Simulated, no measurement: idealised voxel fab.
The following is a process module called voxel capacitor over wiring.
FYI the section here is cut, 290 nm wide, cells are 5 nm squares.
The cross-sections in this document take the form of a grid made of square cells. They are written out as bands, in order from top to bottom. Each band consists of one or more rows of cells.
For a band, the entry starts with two heights in nm, that of the top and then that of the bottom, and carries on with the band's materials in order from left to right, each alongside its width in nm; the word "full width" beside a single material means it fills the band edge to edge, and "blank" means empty space.
Where do heights start? At 0: under that level the wafer as delivered is made of one material only. And the lowest band has no floor; it just carries on downward, as in "z 0 and below".
Quick explanation for "30->40": the width changes in equal steps down the rows of cells, from the first number in the band's top row to the second number in its bottom row.
Basically "remained unchanged" means that step didn't change any cell in the cross-section.
This entry, "Cavities, closed", enumerates those empty regions of no fewer than 8 cells that possess no open connection to the top. Each region is reported in the form width x height at distance, the distance being taken from the left edge, with all three quantities expressed in nm.
Formally, on a step line, whatever follows the settings is a remark that the simulator itself makes on the step.
Among the settings permitted on a step's line is "overlay nm"; applied to a step with a mask, it specifies the extent to which the mask lay to the right of its planned position, whereas a negative figure signifies a position to the left.
Heads up before you read on: it's before/after pairs around one process step each, after side only down to the lowest band that changed, step plus settings under the pair. Pairs can be from different runs of this module, same starting wafer, so only chain a pair onto the one above if its "Prior to processing" entry says so.

Prior to processing
  z 80 to 75: TiN full width
  z 75 to 70: Al2O3 full width
  z 70 to 60: TiN full width
  z 60 to 45: lowk: 100, TiN: 5, Cu: 5, TiN: 5, lowk: 175
  z 45 to 40: SiCN: 100, TiN: 15, SiCN: 175
  z 40 to 15: Ru full width
  z 15 to 10: SiCN full width
  z 10 to 0: SiO2 full width
  z 0 and below: Si full width
  Cavities, closed: none

Resulting Structure
  z 95 to 80: aC full width
  Under the height 80 nothing was changed.
  Cavities, closed: none
Between before and after, shown above: DIRECTIONAL_DEP: material aC, thk nm 15

Prior to processing: cross-section not repeated; it is the one shown after the step in the pair just above.

Resulting Structure
  z 130 to 95: blank: 100, resist: 65, blank: 125
  Under the height 95 nothing was changed.
  Cavities, closed: none
Between before and after, shown above: PATTERN: tone cover, mask id UPPER_PLATE, material resist, width nm 65, thk nm 35, overlay nm 0

Prior to processing: cross-section not repeated; it is the one shown after the step in the pair just above.

Resulting Structure
  z 115 to 95: blank: 100, resist: 65, blank: 125
  z 95 to 80: blank: 100, aC: 65, blank: 125
  Under the height 80 nothing was changed.
  Cavities, closed: none
Between before and after, shown above: DIRECTIONAL_ETCH: etch materials aC, depth nm 15

Prior to processing: cross-section not repeated; it is the one shown after the step in the pair just above.

Resulting Structure
  z 95 to 80: blank: 100, aC: 65, blank: 125
  Under the height 80 nothing was changed.
  Cavities, closed: none
Between before and after, shown above: STRIP: etch materials resist

Prior to processing: cross-section not repeated; it is the one shown after the step in the pair just above.

Resulting Structure
  z 95 to 80: blank: 100, aC: 65, blank: 125
  z 80 to 75: blank: 100, TiN: 65, blank: 125
  Under the height 75 nothing was changed.
  Cavities, closed: none
Between before and after, shown above: DIRECTIONAL_ETCH: etch materials TiN, depth nm 5

Prior to processing: cross-section not repeated; it is the one shown after the step in the pair just above.

Resulting Structure
  z 95 to 80: blank: 100, aC: 65, blank: 125
  z 80 to 75: blank: 100, TiN: 65, blank: 125
  z 75 to 70: blank: 100, Al2O3: 65, blank: 125
  Under the height 70 nothing was changed.
  Cavities, closed: none
Between before and after, shown above: DIRECTIONAL_ETCH: etch materials Al2O3, depth nm 5

Prior to processing: cross-section not repeated; it is the one shown after the step in the pair just above.

Resulting Structure
  z 80 to 75: blank: 100, TiN: 65, blank: 125
  Under the height 75 nothing was changed.
  Cavities, closed: none
Between before and after, shown above: STRIP: etch materials aC

Prior to processing: cross-section not repeated; it is the one shown after the step in the pair just above.

Resulting Structure
  z 100 to 80: blank: 95, resist: 75, blank: 120
  z 80 to 75: blank: 95, resist: 5, TiN: 65, resist: 5, blank: 120
  z 75 to 70: blank: 95, resist: 5, Al2O3: 65, resist: 5, blank: 120
  Under the height 70 nothing was changed.
  Cavities, closed: none
Between before and after, shown above: PATTERN: tone cover, mask id LOWER_PLATE, material resist, width nm 75, thk nm 20, overlay nm 0

Prior to processing: cross-section not repeated; it is the one shown after the step in the pair just above.

Resulting Structure
  z 100 to 80: blank: 95, resist: 75, blank: 120
  z 80 to 75: blank: 95, resist: 5, TiN: 65, resist: 5, blank: 120
  z 75 to 70: blank: 95, resist: 5, Al2O3: 65, resist: 5, blank: 120
  z 70 to 60: blank: 95, TiN: 75, blank: 120
  Under the height 60 nothing was changed.
  Cavities, closed: none
Between before and after, shown above: DIRECTIONAL_ETCH: etch materials TiN, depth nm 10

Prior to processing: cross-section not repeated; it is the one shown after the step in the pair just above.

Resulting Structure
  z 80 to 75: blank: 100, TiN: 65, blank: 125
  z 75 to 70: blank: 100, Al2O3: 65, blank: 125
  Under the height 70 nothing was changed.
  Cavities, closed: none
Between before and after, shown above: STRIP: etch materials resist

Prior to processing: cross-section not repeated; it is the one shown after the step in the pair just above.

Resulting Structure
  z 95 to 80: SiO2 full width
  z 80 to 75: SiO2: 100, TiN: 65, SiO2: 125
  z 75 to 70: SiO2: 100, Al2O3: 65, SiO2: 125
  z 70 to 60: SiO2: 95, TiN: 75, SiO2: 120
  Under the height 60 nothing was changed.
  Cavities, closed: none
Between before and after, shown above: FILL_DEP: material SiO2, thk nm 15

Prior to processing: cross-section not repeated; it is the one shown after the step in the pair just above.

Resulting Structure
  z 90 to 80: SiO2 full width
  Under the height 80 nothing was changed.
  Cavities, closed: none
Between before and after, shown above: CMP: height nm 90

Prior to processing: cross-section not repeated; it is the one shown after the step in the pair just above.

Resulting Structure
  z 100 to 90: aC full width
  Under the height 90 nothing was changed.
  Cavities, closed: none
Between before and after, shown above: DIRECTIONAL_DEP: material aC, thk nm 10

Prior to processing: cross-section not repeated; it is the one shown after the step in the pair just above.

Resulting Structure
  z 125 to 100: resist: 110, blank: 15, resist: 165
  Under the height 100 nothing was changed.
  Cavities, closed: none
Between before and after, shown above: PATTERN: tone open, mask id PLUG_2, material resist, width nm 15, thk nm 25, overlay nm 0

Prior to processing: cross-section not repeated; it is the one shown after the step in the pair just above.

Resulting Structure
  z 115 to 100: resist: 110, blank: 15, resist: 165
  z 100 to 90: aC: 110, blank: 15, aC: 165
  Under the height 90 nothing was changed.
  Cavities, closed: none
Between before and after, shown above: DIRECTIONAL_ETCH: etch materials aC, depth nm 10

Prior to processing: cross-section not repeated; it is the one shown after the step in the pair just above.

Resulting Structure
  z 100 to 90: aC: 110, blank: 15, aC: 165
  Under the height 90 nothing was changed.
  Cavities, closed: none
Between before and after, shown above: STRIP: etch materials resist

Prior to processing: cross-section not repeated; it is the one shown after the step in the pair just above.

Resulting Structure
  z 100 to 90: aC: 110, blank: 15, aC: 165
  z 90 to 80: SiO2: 110, blank: 15, SiO2: 165
  Under the height 80 nothing was changed.
  Cavities, closed: none
Between before and after, shown above: DIRECTIONAL_ETCH: etch materials SiO2, depth nm 10

Prior to processing: cross-section not repeated; it is the one shown after the step in the pair just above.

Resulting Structure
  z 90 to 80: SiO2: 110, blank: 15, SiO2: 165
  Under the height 80 nothing was changed.
  Cavities, closed: none
Between before and after, shown above: STRIP: etch materials aC

Prior to processing: cross-section not repeated; it is the one shown after the step in the pair just above.

Resulting Structure
  z 95 to 90: TiN: 115, blank: 5, TiN: 170
  z 90 to 85: SiO2: 110, TiN: 5, blank: 5, TiN: 5, SiO2: 165
  z 85 to 75: SiO2: 110->100, TiN: 15->65, SiO2: 165->125
  Under the height 75 nothing was changed.
  Cavities, closed: none
Between before and after, shown above: CONFORMAL_DEP: material TiN, thk nm 5

Prior to processing: cross-section not repeated; it is the one shown after the step in the pair just above.

Resulting Structure
  z 100 to 95: Ru full width
  z 95 to 90: TiN: 115, Ru: 5, TiN: 170
  z 90 to 85: SiO2: 110, TiN: 5, Ru: 5, TiN: 5, SiO2: 165
  Under the height 85 nothing was changed.
  Cavities, closed: none
Between before and after, shown above: FILL_DEP: material Ru, thk nm 5

Prior to processing: cross-section not repeated; it is the one shown after the step in the pair just above.

Resulting Structure
  z 90 to 85: SiO2: 110, TiN: 5, Ru: 5, TiN: 5, SiO2: 165
  Under the height 85 nothing was changed.
  Cavities, closed: none
Between before and after, shown above: CMP: height nm 90

Prior to processing: cross-section not repeated; it is the one shown after the step in the pair just above.

Resulting Structure
  z 95 to 90: SiN full width
  Under the height 90 nothing was changed.
  Cavities, closed: none
Between before and after, shown above: CONFORMAL_DEP: material SiN, thk nm 5

Prior to processing
  z 95 to 80: aC full width
  z 80 to 75: TiN full width
  z 75 to 70: Al2O3 full width
  z 70 to 60: TiN full width
  z 60 to 45: lowk: 100, TiN: 5, Cu: 5, TiN: 5, lowk: 175
  z 45 to 40: SiCN: 100, TiN: 15, SiCN: 175
  z 40 to 15: SiO2: 95, TiN: 5, Cu: 10, TiN: 5, SiO2: 60, TiN: 5, Cu: 10, TiN: 5, SiO2: 95
  z 15 to 10: SiCN: 95, TiN: 20, SiCN: 60, TiN: 20, SiCN: 95
  z 10 to 0: SiO2 full width
  z 0 and below: Si full width
  Cavities, closed: none

Resulting Structure
  z 130 to 95: resist: 100, blank: 65, resist: 125
  Under the height 95 nothing was changed.
  Cavities, closed: none
Between before and after, shown above: PATTERN: tone open, mask id UPPER_PLATE, material resist, width nm 65, thk nm 35, overlay nm 0

Prior to processing: cross-section not repeated; it is the one shown after the step in the pair just above.

Resulting Structure
  z 115 to 95: resist: 100, blank: 65, resist: 125
  z 95 to 80: aC: 100, blank: 65, aC: 125
  Under the height 80 nothing was changed.
  Cavities, closed: none
Between before and after, shown above: DIRECTIONAL_ETCH: etch materials aC, depth nm 15

Prior to processing: cross-section not repeated; it is the one shown after the step in the pair just above.

Resulting Structure
  z 95 to 80: aC: 100, blank: 65, aC: 125
  Under the height 80 nothing was changed.
  Cavities, closed: none
Between before and after, shown above: STRIP: etch materials resist

Prior to processing: cross-section not repeated; it is the one shown after the step in the pair just above.

Resulting Structure
  z 95 to 80: aC: 100, blank: 65, aC: 125
  z 80 to 75: TiN: 100, blank: 65, TiN: 125
  Under the height 75 nothing was changed.
  Cavities, closed: none
Between before and after, shown above: DIRECTIONAL_ETCH: etch materials TiN, depth nm 5

Prior to processing: cross-section not repeated; it is the one shown after the step in the pair just above.

Resulting Structure
  z 95 to 80: aC: 100, blank: 65, aC: 125
  z 80 to 75: TiN: 100, blank: 65, TiN: 125
  z 75 to 70: Al2O3: 100, blank: 65, Al2O3: 125
  Under the height 70 nothing was changed.
  Cavities, closed: none
Between before and after, shown above: DIRECTIONAL_ETCH: etch materials Al2O3, depth nm 5

Prior to processing: cross-section not repeated; it is the one shown after the step in the pair just above.

Resulting Structure
  z 80 to 75: TiN: 100, blank: 65, TiN: 125
  Under the height 75 nothing was changed.
  Cavities, closed: none
Between before and after, shown above: STRIP: etch materials aC

Prior to processing: cross-section not repeated; it is the one shown after the step in the pair just above.

Resulting Structure
  z 100 to 80: blank: 95, resist: 75, blank: 120
  z 80 to 75: TiN: 100, resist: 65, TiN: 125
  z 75 to 70: Al2O3: 100, resist: 65, Al2O3: 125
  Under the height 70 nothing was changed.
  Cavities, closed: none
Between before and after, shown above: PATTERN: tone cover, mask id LOWER_PLATE, material resist, width nm 75, thk nm 20, overlay nm 0

Prior to processing: cross-section not repeated; it is the one shown after the step in the pair just above.

Resulting Structure
  z 100 to 80: blank: 95, resist: 75, blank: 120
  z 80 to 75: blank: 95, TiN: 5, resist: 65, TiN: 5, blank: 120
  Under the height 75 nothing was changed.
  Cavities, closed: none
Between before and after, shown above: DIRECTIONAL_ETCH: etch materials TiN, depth nm 10

Prior to processing: cross-section not repeated; it is the one shown after the step in the pair just above.

Resulting Structure
  z 80 to 75: blank: 95, TiN: 5, blank: 65, TiN: 5, blank: 120
  z 75 to 70: Al2O3: 100, blank: 65, Al2O3: 125
  Under the height 70 nothing was changed.
  Cavities, closed: none
Between before and after, shown above: STRIP: etch materials resist

Prior to processing: cross-section not repeated; it is the one shown after the step in the pair just above.

Resulting Structure
  z 95 to 80: SiO2 full width
  z 80 to 75: SiO2: 95, TiN: 5, SiO2: 65, TiN: 5, SiO2: 120
  z 75 to 70: Al2O3: 100, SiO2: 65, Al2O3: 125
  Under the height 70 nothing was changed.
  Cavities, closed: none
Between before and after, shown above: FILL_DEP: material SiO2, thk nm 15

Prior to processing: cross-section not repeated; it is the one shown after the step in the pair just above.

Resulting Structure
  z 90 to 80: SiO2 full width
  Under the height 80 nothing was changed.
  Cavities, closed: none
Between before and after, shown above: CMP: height nm 90

Prior to processing: cross-section not repeated; it is the one shown after the step in the pair just above.

Resulting Structure
  z 100 to 90: aC full width
  Under the height 90 nothing was changed.
  Cavities, closed: none
Between before and after, shown above: DIRECTIONAL_DEP: material aC, thk nm 10

Prior to processing: cross-section not repeated; it is the one shown after the step in the pair just above.

Resulting Structure
  z 125 to 100: resist: 110, blank: 15, resist: 165
  Under the height 100 nothing was changed.
  Cavities, closed: none
Between before and after, shown above: PATTERN: tone open, mask id PLUG_2, material resist, width nm 15, thk nm 25, overlay nm 0

Prior to processing: cross-section not repeated; it is the one shown after the step in the pair just above.

Resulting Structure
  z 115 to 100: resist: 110, blank: 15, resist: 165
  z 100 to 90: aC: 110, blank: 15, aC: 165
  Under the height 90 nothing was changed.
  Cavities, closed: none
Between before and after, shown above: DIRECTIONAL_ETCH: etch materials aC, depth nm 10

Prior to processing: cross-section not repeated; it is the one shown after the step in the pair just above.

Resulting Structure
  z 100 to 90: aC: 110, blank: 15, aC: 165
  Under the height 90 nothing was changed.
  Cavities, closed: none
Between before and after, shown above: STRIP: etch materials resist

Prior to processing: cross-section not repeated; it is the one shown after the step in the pair just above.

Resulting Structure
  z 100 to 90: aC: 110, blank: 15, aC: 165
  z 90 to 80: SiO2: 110, blank: 15, SiO2: 165
  Under the height 80 nothing was changed.
  Cavities, closed: none
Between before and after, shown above: DIRECTIONAL_ETCH: etch materials SiO2, depth nm 10

Prior to processing: cross-section not repeated; it is the one shown after the step in the pair just above.

Resulting Structure
  z 90 to 80: SiO2: 110, blank: 15, SiO2: 165
  Under the height 80 nothing was changed.
  Cavities, closed: none
Between before and after, shown above: STRIP: etch materials aC

Prior to processing: cross-section not repeated; it is the one shown after the step in the pair just above.

Resulting Structure
  z 95 to 90: TiN: 115, blank: 5, TiN: 170
  z 90 to 85: SiO2: 110, TiN: 5, blank: 5, TiN: 5, SiO2: 165
  z 85 to 80: SiO2: 110, TiN: 15, SiO2: 165
  Under the height 80 nothing was changed.
  Cavities, closed: none
Between before and after, shown above: CONFORMAL_DEP: material TiN, thk nm 5

Prior to processing: cross-section not repeated; it is the one shown after the step in the pair just above.

Resulting Structure
  z 100 to 95: Ru full width
  z 95 to 90: TiN: 115, Ru: 5, TiN: 170
  z 90 to 85: SiO2: 110, TiN: 5, Ru: 5, TiN: 5, SiO2: 165
  Under the height 85 nothing was changed.
  Cavities, closed: none
Between before and after, shown above: FILL_DEP: material Ru, thk nm 5

Prior to processing: cross-section not repeated; it is the one shown after the step in the pair just above.

Resulting Structure
  z 90 to 85: SiO2: 110, TiN: 5, Ru: 5, TiN: 5, SiO2: 165
  Under the height 85 nothing was changed.
  Cavities, closed: none
Between before and after, shown above: CMP: height nm 90

Prior to processing: cross-section not repeated; it is the one shown after the step in the pair just above.

Resulting Structure
  z 95 to 90: SiN full width
  Under the height 90 nothing was changed.
  Cavities, closed: none
Between before and after, shown above: CONFORMAL_DEP: material SiN, thk nm 5
